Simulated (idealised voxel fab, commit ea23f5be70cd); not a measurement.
process module | voxel double patterning
cross-section cut | 290 nm wide | cells 5 nm
A cross-section is a grid of square cells, given in bands from the top down. A band is one or more rows of cells.
Each band's line starts with the height of the band's top and of its bottom, in nm. Then come its materials from left to right, each with its width in nm. One material with "throughout" fills the band from edge to edge. "air" is empty space.
Height 0 is the level under which the wafer as received is all one material. The lowest band goes on downwards, as in "0 down".
A width such as "30 to 40" changes by the same amount from each row of cells to the next, from the band's top row to its bottom row.
"no change" after a step means that no cell of the cross-section changed.
closed voids: empty space of 8 cells or more with no open way to the top, each as width x height at its distance from the left edge, in nm
after a step's settings: what the simulator itself notes on the step
overlay nm, on a step with a mask: how far to the right of its planned place the mask lay; to the left if negative
plan
1 op RECEIVE | material Si
2 op CONFORMAL_DEP | material SiO2 | thk nm 10
3 op DIRECTIONAL_DEP | material TiN | thk nm 10
4 op DIRECTIONAL_DEP | material SiN | thk nm 10
5 op DIRECTIONAL_DEP | material aC | thk nm 15
6 op PATTERN | tone open | mask id FIRST | material resist | width nm 15 | pitch nm 50 | thk nm 30 | overlay nm 0
7 op DIRECTIONAL_ETCH | etch materials aC | depth nm 15
8 op STRIP | etch materials resist
9 op DIRECTIONAL_ETCH | etch materials SiN | depth nm 10
10 op STRIP | etch materials aC
11 op PATTERN | tone open | mask id SECOND | material resist | width nm 15 | thk nm 20 | overlay nm 0
12 op DIRECTIONAL_ETCH | etch materials SiN | depth nm 10
13 op STRIP | etch materials resist
14 op DIRECTIONAL_ETCH | etch materials TiN | depth nm 10
15 op STRIP | etch materials SiN
first wafer, as planned
as received, after step 1
  0 down: Si throughout
  closed voids: none
after step 2
  10 to 0: SiO2 throughout
  below 0: unchanged
after step 3
  20 to 10: TiN throughout
  below 10: unchanged
after step 4
  30 to 20: SiN throughout
  below 20: unchanged
after step 5
  45 to 30: aC throughout
  below 30: unchanged
after step 6
  75 to 45: resist 110 | air 15 | resist 35 | air 15 | resist 115
  below 45: unchanged
after step 7
  60 to 45: resist 110 | air 15 | resist 35 | air 15 | resist 115
  45 to 30: aC 110 | air 15 | aC 35 | air 15 | aC 115
  below 30: unchanged
after step 8
  45 to 30: aC 110 | air 15 | aC 35 | air 15 | aC 115
  below 30: unchanged
after step 9
  45 to 30: aC 110 | air 15 | aC 35 | air 15 | aC 115
  30 to 20: SiN 110 | air 15 | SiN 35 | air 15 | SiN 115
  below 20: unchanged
after step 10
  30 to 20: SiN 110 | air 15 | SiN 35 | air 15 | SiN 115
  below 20: unchanged
after step 11
  50 to 30: resist 135 | air 15 | resist 140
  30 to 20: SiN 110 | resist 15 | SiN 35 | resist 15 | SiN 115
  below 20: unchanged
after step 12
  50 to 30: resist 135 | air 15 | resist 140
  30 to 20: SiN 110 | resist 15 | SiN 10 | air 15 | SiN 10 | resist 15 | SiN 115
  below 20: unchanged
after step 13
  30 to 20: SiN 110 | air 15 | SiN 10 | air 15 | SiN 10 | air 15 | SiN 115
  below 20: unchanged
after step 14
  30 to 20: SiN 110 | air 15 | SiN 10 | air 15 | SiN 10 | air 15 | SiN 115
  20 to 10: TiN 110 | air 15 | TiN 10 | air 15 | TiN 10 | air 15 | TiN 115
  below 10: unchanged
after step 15
  20 to 10: TiN 110 | air 15 | TiN 10 | air 15 | TiN 10 | air 15 | TiN 115
  below 10: unchanged
second wafer: like start, like plan, one mistake. Through step 12 it matches the first wafer
when step 13 should have ended
  30 to 20: SiN 110 | air 15 | SiN 10 | air 15 | SiN 10 | air 15 | SiN 115
  below 20: unchanged
when step 14 should have ended
  30 to 20: SiN 110 | air 15 | SiN 10 | air 15 | SiN 10 | air 15 | SiN 115
  20 to 10: TiN 110 | air 15 | TiN 10 | air 15 | TiN 10 | air 15 | TiN 115
  below 10: unchanged
when step 15 should have ended
  20 to 10: TiN 110 | air 15 | TiN 10 | air 15 | TiN 10 | air 15 | TiN 115
  below 10: unchanged
what went wrong: step 13 was run twice
at the end the two cross-sections are the same: no effect in what this model computes
